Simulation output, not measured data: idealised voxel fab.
A process module follows: voxel capacitor over wiring.
cross-section cut | 265 nm wide | cells 5 nm
A cross-section is written here as square cells arranged in a grid, and it is given in bands from the top down, each band taking up one or more rows of cells. For a band, the entry starts with two heights in nm, that of the top and then that of the bottom, and carries on with the band's materials in order from left to right, each alongside its width in nm; the word "throughout" beside a single material means it fills the band edge to edge, and "air" means empty space. Measure heights from 0. That's the level where, below it, the as-received wafer is all one material. The lowest band is bottomless and extends downward; write it as in "from 0 down". A two-number width, for instance "30..40", indicates that the width is equal to the first number in the top row of the band and to the second number in the bottom row, and that it changes by a constant amount per row of cells. Given "no alterations made" for a step, no cell of the cross-section differs between before and after that step. For the entry "Unvented internal voids", the listed items are empty spaces with no open way to the top whose size is 8 cells or more; each item follows the pattern width x height at distance, where distance is from the left edge and all three are in nm. Formally, on a step line, whatever follows the settings is a remark that the simulator itself makes on the step. If you see "overlay nm" on a step's line and that step has a mask, it's telling you how far right of where it was planned the mask ended up; a negative number means it went left instead.

SET OUT BELOW ARE THE PLANNED STEPS OF THE PROCESS
1. RECEIVE with material Si
2. CONFORMAL_DEP with material SiO2, thk nm 15
3. CONFORMAL_DEP with material SiN, thk nm 5
4. DIRECTIONAL_DEP with material SiO2, thk nm 20
5. PATTERN with tone open, mask id METAL_1, material resist, width nm 30, pitch nm 80, thk nm 15, overlay nm 0
6. DIRECTIONAL_ETCH with etch materials SiO2, depth nm 20
7. DIRECTIONAL_ETCH with etch materials SiN, depth nm 5
8. STRIP with etch materials resist
9. CONFORMAL_DEP with material TiN, thk nm 5
10. FILL_DEP with material Ru, thk nm 5
11. CMP with height nm 40
12. EPI with material Ru, thk nm 5
13. FILL_DEP with material SiCN, thk nm 5
14. DIRECTIONAL_DEP with material SiO2, thk nm 20
15. MASKED_ETCH with tone open, mask id PLUG_1, width nm 15, etch materials SiO2, depth nm 20, overlay nm 0
16. MASKED_ETCH with tone open, mask id PLUG_1, width nm 15, etch materials SiCN, depth nm 5, overlay nm 0
17. EPI with material Ru, thk nm 10
18. EPI with material Ru, thk nm 10
19. EPI with material Ru, thk nm 5
20. DIRECTIONAL_DEP with material TiN, thk nm 10
21. DIRECTIONAL_DEP with material Al2O3, thk nm 5
22. DIRECTIONAL_DEP with material TiN, thk nm 10
23. DIRECTIONAL_DEP with material aC, thk nm 15
24. PATTERN with tone cover, mask id UPPER_PLATE, material resist, width nm 55, thk nm 30, overlay nm 0
25. DIRECTIONAL_ETCH with etch materials aC, depth nm 15
26. STRIP with etch materials resist
27. DIRECTIONAL_ETCH with etch materials TiN, depth nm 10
28. DIRECTIONAL_ETCH with etch materials Al2O3, depth nm 5
29. STRIP with etch materials aC
30. MASKED_ETCH with tone cover, mask id LOWER_PLATE, width nm 65, etch materials TiN, depth nm 10, overlay nm 0
31. FILL_DEP with material SiO2, thk nm 15
32. CMP with height nm 105
33. DIRECTIONAL_DEP with material aC, thk nm 10
34. PATTERN with tone open, mask id PLUG_2, material resist, width nm 15, thk nm 30, overlay nm 0
35. DIRECTIONAL_ETCH with etch materials aC, depth nm 10
36. STRIP with etch materials resist
37. DIRECTIONAL_ETCH with etch materials SiO2, depth nm 10
38. STRIP with etch materials aC
39. CONFORMAL_DEP with material TiN, thk nm 5
40. FILL_DEP with material Cu, thk nm 5
41. CMP with height nm 105
42. CONFORMAL_DEP with material SiCN, thk nm 5

THE FIRST OF THE TWO WAFERS, WHICH RAN AS PLANNED

CROSS-SECTIONAL VIEW OF THE WAFER IN ITS AS-RECEIVED CONDITION, CORRESPONDING TO THE STATE AFTER STEP 1
- from 0 down  Si throughout
- Unvented internal voids: none

THE FOLLOWING CROSS-SECTION DEPICTS THE WAFER UPON COMPLETION OF STEP 2
- from 15 to 0  SiO2 throughout
- Below a height of 0, the structure has not been altered.

THE FOLLOWING CROSS-SECTION DEPICTS THE WAFER UPON COMPLETION OF STEP 3
- from 20 to 15  SiN throughout
- Below a height of 15, the structure has not been altered.

THE FOLLOWING CROSS-SECTION DEPICTS THE WAFER UPON COMPLETION OF STEP 4
- from 40 to 20  SiO2 throughout
- Below a height of 20, the structure has not been altered.

THE FOLLOWING CROSS-SECTION DEPICTS THE WAFER UPON COMPLETION OF STEP 5
- from 55 to 40  75 resist, 30 air, 50 resist, 30 air, 80 resist
- Below a height of 40, the structure has not been altered.

THE FOLLOWING CROSS-SECTION DEPICTS THE WAFER UPON COMPLETION OF STEP 6
- from 55 to 40  75 resist, 30 air, 50 resist, 30 air, 80 resist
- from 40 to 20  75 SiO2, 30 air, 50 SiO2, 30 air, 80 SiO2
- Below a height of 20, the structure has not been altered.

THE FOLLOWING CROSS-SECTION DEPICTS THE WAFER UPON COMPLETION OF STEP 7
- from 55 to 40  75 resist, 30 air, 50 resist, 30 air, 80 resist
- from 40 to 20  75 SiO2, 30 air, 50 SiO2, 30 air, 80 SiO2
- from 20 to 15  75 SiN, 30 air, 50 SiN, 30 air, 80 SiN
- Below a height of 15, the structure has not been altered.

THE FOLLOWING CROSS-SECTION DEPICTS THE WAFER UPON COMPLETION OF STEP 8
- from 40 to 20  75 SiO2, 30 air, 50 SiO2, 30 air, 80 SiO2
- Below a height of 20, the structure has not been altered.

THE FOLLOWING CROSS-SECTION DEPICTS THE WAFER UPON COMPLETION OF STEP 9
- from 45 to 40  80 TiN, 20 air, 60 TiN, 20 air, 85 TiN
- from 40 to 20  75 SiO2, 5 TiN, 20 air, 5 TiN, 50 SiO2, 5 TiN, 20 air, 5 TiN, 80 SiO2
- from 20 to 15  75 SiN, 30 TiN, 50 SiN, 30 TiN, 80 SiN
- Below a height of 15, the structure has not been altered.

THE FOLLOWING CROSS-SECTION DEPICTS THE WAFER UPON COMPLETION OF STEP 10
- from 50 to 45  Ru throughout
- from 45 to 40  80 TiN, 20 Ru, 60 TiN, 20 Ru, 85 TiN
- from 40 to 20  75 SiO2, 5 TiN, 20 Ru, 5 TiN, 50 SiO2, 5 TiN, 20 Ru, 5 TiN, 80 SiO2
- Below a height of 20, the structure has not been altered.

THE FOLLOWING CROSS-SECTION DEPICTS THE WAFER UPON COMPLETION OF STEP 11
- from 40 to 20  75 SiO2, 5 TiN, 20 Ru, 5 TiN, 50 SiO2, 5 TiN, 20 Ru, 5 TiN, 80 SiO2
- Below a height of 20, the structure has not been altered.

THE FOLLOWING CROSS-SECTION DEPICTS THE WAFER UPON COMPLETION OF STEP 12
- from 45 to 40  70 air, 40 Ru, 40 air, 40 Ru, 75 air
- Below a height of 40, the structure has not been altered.

THE FOLLOWING CROSS-SECTION DEPICTS THE WAFER UPON COMPLETION OF STEP 13
- from 50 to 45  SiCN throughout
- from 45 to 40  70 SiCN, 40 Ru, 40 SiCN, 40 Ru, 75 SiCN
- Below a height of 40, the structure has not been altered.

THE FOLLOWING CROSS-SECTION DEPICTS THE WAFER UPON COMPLETION OF STEP 14
- from 70 to 50  SiO2 throughout
- Below a height of 50, the structure has not been altered.

THE FOLLOWING CROSS-SECTION DEPICTS THE WAFER UPON COMPLETION OF STEP 15
- from 70 to 50  90 SiO2, 15 air, 160 SiO2
- Below a height of 50, the structure has not been altered.

THE FOLLOWING CROSS-SECTION DEPICTS THE WAFER UPON COMPLETION OF STEP 16
- from 70 to 50  90 SiO2, 15 air, 160 SiO2
- from 50 to 45  90 SiCN, 15 air, 160 SiCN
- Below a height of 45, the structure has not been altered.

THE FOLLOWING CROSS-SECTION DEPICTS THE WAFER UPON COMPLETION OF STEP 17
- from 70 to 55  90 SiO2, 15 air, 160 SiO2
- from 55 to 50  90 SiO2, 15 Ru, 160 SiO2
- from 50 to 45  90 SiCN, 15 Ru, 160 SiCN
- Below a height of 45, the structure has not been altered.

THE FOLLOWING CROSS-SECTION DEPICTS THE WAFER UPON COMPLETION OF STEP 18
- from 70 to 65  90 SiO2, 15 air, 160 SiO2
- from 65 to 50  90 SiO2, 15 Ru, 160 SiO2
- Below a height of 50, the structure has not been altered.

THE FOLLOWING CROSS-SECTION DEPICTS THE WAFER UPON COMPLETION OF STEP 19
- from 70 to 50  90 SiO2, 15 Ru, 160 SiO2
- Below a height of 50, the structure has not been altered.

THE FOLLOWING CROSS-SECTION DEPICTS THE WAFER UPON COMPLETION OF STEP 20
- from 80 to 70  TiN throughout
- Below a height of 70, the structure has not been altered.

THE FOLLOWING CROSS-SECTION DEPICTS THE WAFER UPON COMPLETION OF STEP 21
- from 85 to 80  Al2O3 throughout
- Below a height of 80, the structure has not been altered.

THE FOLLOWING CROSS-SECTION DEPICTS THE WAFER UPON COMPLETION OF STEP 22
- from 95 to 85  TiN throughout
- Below a height of 85, the structure has not been altered.

THE FOLLOWING CROSS-SECTION DEPICTS THE WAFER UPON COMPLETION OF STEP 23
- from 110 to 95  aC throughout
- Below a height of 95, the structure has not been altered.

THE FOLLOWING CROSS-SECTION DEPICTS THE WAFER UPON COMPLETION OF STEP 24
- from 140 to 110  90 air, 55 resist, 120 air
- Below a height of 110, the structure has not been altered.

THE FOLLOWING CROSS-SECTION DEPICTS THE WAFER UPON COMPLETION OF STEP 25
- from 125 to 110  90 air, 55 resist, 120 air
- from 110 to 95  90 air, 55 aC, 120 air
- Below a height of 95, the structure has not been altered.

THE FOLLOWING CROSS-SECTION DEPICTS THE WAFER UPON COMPLETION OF STEP 26
- from 110 to 95  90 air, 55 aC, 120 air
- Below a height of 95, the structure has not been altered.

THE FOLLOWING CROSS-SECTION DEPICTS THE WAFER UPON COMPLETION OF STEP 27
- from 110 to 95  90 air, 55 aC, 120 air
- from 95 to 85  90 air, 55 TiN, 120 air
- Below a height of 85, the structure has not been altered.

THE FOLLOWING CROSS-SECTION DEPICTS THE WAFER UPON COMPLETION OF STEP 28
- from 110 to 95  90 air, 55 aC, 120 air
- from 95 to 85  90 air, 55 TiN, 120 air
- from 85 to 80  90 air, 55 Al2O3, 120 air
- Below a height of 80, the structure has not been altered.

THE FOLLOWING CROSS-SECTION DEPICTS THE WAFER UPON COMPLETION OF STEP 29
- from 95 to 85  90 air, 55 TiN, 120 air
- Below a height of 85, the structure has not been altered.

THE FOLLOWING CROSS-SECTION DEPICTS THE WAFER UPON COMPLETION OF STEP 30
- from 95 to 85  90 air, 55 TiN, 120 air
- from 85 to 80  90 air, 55 Al2O3, 120 air
- from 80 to 70  85 air, 65 TiN, 115 air
- Below a height of 70, the structure has not been altered.

THE FOLLOWING CROSS-SECTION DEPICTS THE WAFER UPON COMPLETION OF STEP 31
- from 110 to 95  SiO2 throughout
- from 95 to 85  90 SiO2, 55 TiN, 120 SiO2
- from 85 to 80  90 SiO2, 55 Al2O3, 120 SiO2
- from 80 to 70  85 SiO2, 65 TiN, 115 SiO2
- Below a height of 70, the structure has not been altered.

THE FOLLOWING CROSS-SECTION DEPICTS THE WAFER UPON COMPLETION OF STEP 32
- from 105 to 95  SiO2 throughout
- Below a height of 95, the structure has not been altered.

THE FOLLOWING CROSS-SECTION DEPICTS THE WAFER UPON COMPLETION OF STEP 33
- from 115 to 105  aC throughout
- Below a height of 105, the structure has not been altered.

THE FOLLOWING CROSS-SECTION DEPICTS THE WAFER UPON COMPLETION OF STEP 34
- from 145 to 115  100 resist, 15 air, 150 resist
- Below a height of 115, the structure has not been altered.

THE FOLLOWING CROSS-SECTION DEPICTS THE WAFER UPON COMPLETION OF STEP 35
- from 135 to 115  100 resist, 15 air, 150 resist
- from 115 to 105  100 aC, 15 air, 150 aC
- Below a height of 105, the structure has not been altered.

THE FOLLOWING CROSS-SECTION DEPICTS THE WAFER UPON COMPLETION OF STEP 36
- from 115 to 105  100 aC, 15 air, 150 aC
- Below a height of 105, the structure has not been altered.

THE FOLLOWING CROSS-SECTION DEPICTS THE WAFER UPON COMPLETION OF STEP 37
- from 115 to 105  100 aC, 15 air, 150 aC
- from 105 to 95  100 SiO2, 15 air, 150 SiO2
- Below a height of 95, the structure has not been altered.

THE FOLLOWING CROSS-SECTION DEPICTS THE WAFER UPON COMPLETION OF STEP 38
- from 105 to 95  100 SiO2, 15 air, 150 SiO2
- Below a height of 95, the structure has not been altered.

THE FOLLOWING CROSS-SECTION DEPICTS THE WAFER UPON COMPLETION OF STEP 39
- from 110 to 105  105 TiN, 5 air, 155 TiN
- from 105 to 100  100 SiO2, 5 TiN, 5 air, 5 TiN, 150 SiO2
- from 100 to 95  100 SiO2, 15 TiN, 150 SiO2
- Below a height of 95, the structure has not been altered.

THE FOLLOWING CROSS-SECTION DEPICTS THE WAFER UPON COMPLETION OF STEP 40
- from 115 to 110  Cu throughout
- from 110 to 105  105 TiN, 5 Cu, 155 TiN
- from 105 to 100  100 SiO2, 5 TiN, 5 Cu, 5 TiN, 150 SiO2
- Below a height of 100, the structure has not been altered.

THE FOLLOWING CROSS-SECTION DEPICTS THE WAFER UPON COMPLETION OF STEP 41
- from 105 to 100  100 SiO2, 5 TiN, 5 Cu, 5 TiN, 150 SiO2
- Below a height of 100, the structure has not been altered.

THE FOLLOWING CROSS-SECTION DEPICTS THE WAFER UPON COMPLETION OF STEP 42
- from 110 to 105  SiCN throughout
- Below a height of 105, the structure has not been altered.

SECOND WAFER, SAME STARTING STATE AND PLAN AS THE FIRST, ONE MISTAKE IN THE RUN, IDENTICAL THROUGH STEP 33

SECOND WAFER CROSS-SECTION, TAKEN AS OF THE TIME THE PLAN SETS FOR STEP 34 TO BE DONE
- from 145 to 115  100 air, 15 resist, 150 air
- Below a height of 115, the structure has not been altered.

SECOND WAFER CROSS-SECTION, TAKEN AS OF THE TIME THE PLAN SETS FOR STEP 35 TO BE DONE
- from 135 to 115  100 air, 15 resist, 150 air
- from 115 to 105  100 air, 15 aC, 150 air
- Below a height of 105, the structure has not been altered.

SECOND WAFER CROSS-SECTION, TAKEN AS OF THE TIME THE PLAN SETS FOR STEP 36 TO BE DONE
- from 115 to 105  100 air, 15 aC, 150 air
- Below a height of 105, the structure has not been altered.

SECOND WAFER CROSS-SECTION, TAKEN AS OF THE TIME THE PLAN SETS FOR STEP 37 TO BE DONE
- from 115 to 105  100 air, 15 aC, 150 air
- from 105 to 95  100 air, 15 SiO2, 150 air
- Below a height of 95, the structure has not been altered.

SECOND WAFER CROSS-SECTION, TAKEN AS OF THE TIME THE PLAN SETS FOR STEP 38 TO BE DONE
- from 105 to 95  100 air, 15 SiO2, 150 air
- Below a height of 95, the structure has not been altered.

SECOND WAFER CROSS-SECTION, TAKEN AS OF THE TIME THE PLAN SETS FOR STEP 39 TO BE DONE
- from 110 to 105  95 air, 25 TiN, 145 air
- from 105 to 100  95 air, 5 TiN, 15 SiO2, 5 TiN, 145 air
- from 100 to 95  100 TiN, 15 SiO2, 150 TiN
- Below a height of 95, the structure has not been altered.

SECOND WAFER CROSS-SECTION, TAKEN AS OF THE TIME THE PLAN SETS FOR STEP 40 TO BE DONE
- from 115 to 110  Cu throughout
- from 110 to 105  95 Cu, 25 TiN, 145 Cu
- from 105 to 100  95 Cu, 5 TiN, 15 SiO2, 5 TiN, 145 Cu
- Below a height of 100, the structure has not been altered.

SECOND WAFER CROSS-SECTION, TAKEN AS OF THE TIME THE PLAN SETS FOR STEP 41 TO BE DONE
- from 105 to 100  95 Cu, 5 TiN, 15 SiO2, 5 TiN, 145 Cu
- Below a height of 100, the structure has not been altered.

SECOND WAFER CROSS-SECTION, TAKEN AS OF THE TIME THE PLAN SETS FOR STEP 42 TO BE DONE
- from 110 to 105  SiCN throughout
- Below a height of 105, the structure has not been altered.
Which mistake was made when the wafer was run? step 34 ran differently from the plan; actual operation with settings: PATTERN with tone cover, mask id PLUG_2, material resist, width nm 15, thk nm 30, overlay nm 0
Final cells, second wafer relative to first, materials higher or lower: Cu: 47 more; SiO2: 94 fewer; TiN: 47 more
